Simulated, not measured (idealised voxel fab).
process module | voxel local oxidation
The cross-section on display is named cut; it measures 170 nm wide, and its cells are 5 nm squares.
Heads up, the way a cross-section reads in here is a grid of square cells, handed over as bands from the top down, with every band being one or more rows of cells.
In this notation a band is specified by the heights of its top and bottom, in that order and in nm, after which its materials appear from left to right, each paired with its width in nm. The word "full width" attached to a single material means that material fills the band from edge to edge; the word "air" stands for empty space.
Heads up on the height convention: 0 is the point under which the incoming wafer is all one material, and the lowest band has no bottom, it just keeps going down, like "z 0 and below".
Note: "30 to 40" means the width goes from the first number (top row of the band) to the second number (bottom row) in equal steps per row of cells.
Step note "all unchanged" = no cross-section cell changed.
The label "Sealed void inventory" introduces a list of the empty spaces, 8 cells or larger, that have no open way up to the top; each entry in it reads width x height at distance, where the distance is taken from the left edge and all three are stated in nm.
Formally, on a step line, whatever follows the settings is a remark that the simulator itself makes on the step.
What "overlay nm" on a step's line means: if the step has a mask, that mask lay this far to the right of its planned place, or, when the value is negative, to the left.
PLANNED STEP LIST FOR THE PROCESS
1,RECEIVE (material Si)
2,CONFORMAL_DEP (material SiO2; thk nm 5)
3,CONFORMAL_DEP (material SiN; thk nm 10)
4,PATTERN (tone cover; mask id ACTIVE; material resist; width nm 95; thk nm 15; overlay nm 0)
5,DIRECTIONAL_ETCH (etch materials SiN; depth nm 10)
6,STRIP (etch materials resist)
7,SELECTIVE_ETCH (etch materials SiO2; depth nm 5)
8,OXIDIZE (depth nm 15)
9,STRIP (etch materials SiN)
DELIVERED WAFER IN CROSS-SECTION: STATE AFTER STEP 1
z 0 and below  Si full width
Sealed void inventory: none
FIRST OF TWO WAFERS AT THE END OF THE MODULE, SHOWN IN CROSS-SECTION; RUN CARRIED OUT AS PLANNED
z 5 to 0  air (40), then SiO2 (85), then air (45)
z 0 to -15  SiO2 (55), then Si (55), then SiO2 (60)
z -15 and below  Si full width
Sealed void inventory: none
THE SECOND WAFER, SHOWN IN CROSS-SECTION AFTER THE MODULE: STARTED THE SAME WAY AS THE FIRST AND GIVEN THE SAME PLAN, YET ONE MISTAKE CREPT INTO HOW IT WAS RUN
z 5 to 0  SiO2 (30), then air (105), then SiO2 (35)
z 0 to -15  Si (15), then SiO2 (135), then Si (20)
z -15 and below  Si full width
Sealed void inventory: none
What was the processing mistake? step 4 did not happen as planned, as run it was PATTERN (tone open; mask id ACTIVE; material resist; width nm 95; thk nm 15; overlay nm 0)
FYI, end of process, the second wafer has more or fewer cells of some materials than the first: Si: 12 fewer; SiO2: 8 more
